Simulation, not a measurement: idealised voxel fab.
process module | voxel released beams
cross-section cut | 290 nm wide | cells 5 nm
A cross-section is a grid of square cells, given in bands from the top down. A band is one or more rows of cells.
Each band's line starts with the height of the band's top and of its bottom, in nm. Then come its materials from left to right, each with its width in nm. One material with "throughout" fills the band from edge to edge. "air" is empty space.
Height 0 is the level under which the wafer as received is all one material. The lowest band goes on downwards, as in "0 down".
A width such as "30 to 40" changes by the same amount from each row of cells to the next, from the band's top row to its bottom row.
"no change" after a step means that no cell of the cross-section changed.
closed voids: empty space of 8 cells or more with no open way to the top, each as width x height at its distance from the left edge, in nm
after a step's settings: what the simulator itself notes on the step
overlay nm, on a step with a mask: how far to the right of its planned place the mask lay; to the left if negative
plan
1 op RECEIVE | material Si
2 op CONFORMAL_DEP | material SiN | thk nm 5
3 op DIRECTIONAL_DEP | material SiO2 | thk nm 10
4 op MASKED_ETCH | tone open | mask id ANCHOR | width nm 30 | etch materials SiO2 | depth nm 10 | overlay nm 0
5 op CONFORMAL_DEP | material TiN | thk nm 5
6 op MASKED_ETCH | tone cover | mask id BEAM | width nm 100 | etch materials TiN | depth nm 10 | overlay nm 0
7 op STRIP | etch materials SiO2
varied across the wafers: thk nm of step 5. The plan shows the first wafer's value. All wafers start alike
first wafer as received, after step 1
  0 down: Si throughout
  closed voids: none
each wafer at the end: cells of each material gained (+) or lost (-) since it was received, then its closed voids
thk nm 5 | +58 SiN | +24 TiN | closed voids: none
thk nm 10 | +58 SiN | +48 TiN | closed voids: none
thk nm 15 | +58 SiN | +104 SiO2 | +110 TiN | closed voids: none
thk nm 20 | +58 SiN | +104 SiO2 | +168 TiN | closed voids: none
thk nm 25 | +58 SiN | +104 SiO2 | +226 TiN | closed voids: none
